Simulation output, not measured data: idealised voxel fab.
The process module presented herein is designated voxel double patterning.
Xsec cut, 295 nm wide, square cell size 5 nm.
Notation: cross-section as square-cell grid; stated in bands, top first, going down; one or more cell rows per band. Read a band's entry like this: the first values are the height of its top and the height of its bottom in nm, and what follows is the sequence of materials from left to right, each with its width in nm. Note that "empty" is empty space, and that a single material marked "all across" reaches across the band from edge to edge. Heights are reckoned from 0. Under this level, the received wafer is all of one material. The bottommost band is open-ended downward, for example "0 and below". A width given as "30 to 40" starts at the first number in the band's top row and ends at the second number in its bottom row, shifting by an equal amount at every step from row to row. Step marked "remained unchanged"? Then no cell in the cross-section changed in it. What "Unvented cavities" gives you is every empty space of 8 cells or more that is cut off from the top. Each appears as width x height at distance, with the distance taken from the left edge and width, height and distance all in nm. Text after the settings on a step's line: the simulator's own remark on that step. Regarding "overlay nm": on a step with a mask, it is the distance the mask lay to the right of its planned place; a negative value places it to the left.
# The planned process steps are enumerated hereunder
1: RECEIVE with material Si
2: CONFORMAL_DEP with material SiO2, thk nm 10
3: DIRECTIONAL_DEP with material W, thk nm 10
4: DIRECTIONAL_DEP with material SiN, thk nm 5
5: MASKED_ETCH with tone open, mask id FIRST, width nm 15, pitch nm 50, etch materials SiN, depth nm 5, overlay nm 0
6: DIRECTIONAL_DEP with material aC, thk nm 10
7: PATTERN with tone open, mask id SECOND, material resist, width nm 15, pitch nm 50, thk nm 25, overlay nm 0
8: DIRECTIONAL_ETCH with etch materials aC, depth nm 10
9: STRIP with etch materials resist
10: DIRECTIONAL_ETCH with etch materials SiN, depth nm 5
11: STRIP with etch materials aC
12: DIRECTIONAL_ETCH with etch materials W, depth nm 10
13: STRIP with etch materials SiN
# Cross-section: wafer on arrival = after step 1
	0 and below: Si all across
	Unvented cavities: none
# Result of the module, cross-sectioned: start per above, plan per above, one error in how it was run
	20 down to 10: 115 of empty | 15 of W | 35 of empty | 15 of W | 115 of empty
	10 down to 0: SiO2 all across
	0 and below: Si all across
	Unvented cavities: none
The plan and the run diverged here: step 7 did not happen as planned, as run it was PATTERN with tone cover, mask id SECOND, material resist, width nm 15, pitch nm 50, thk nm 25, overlay nm 0
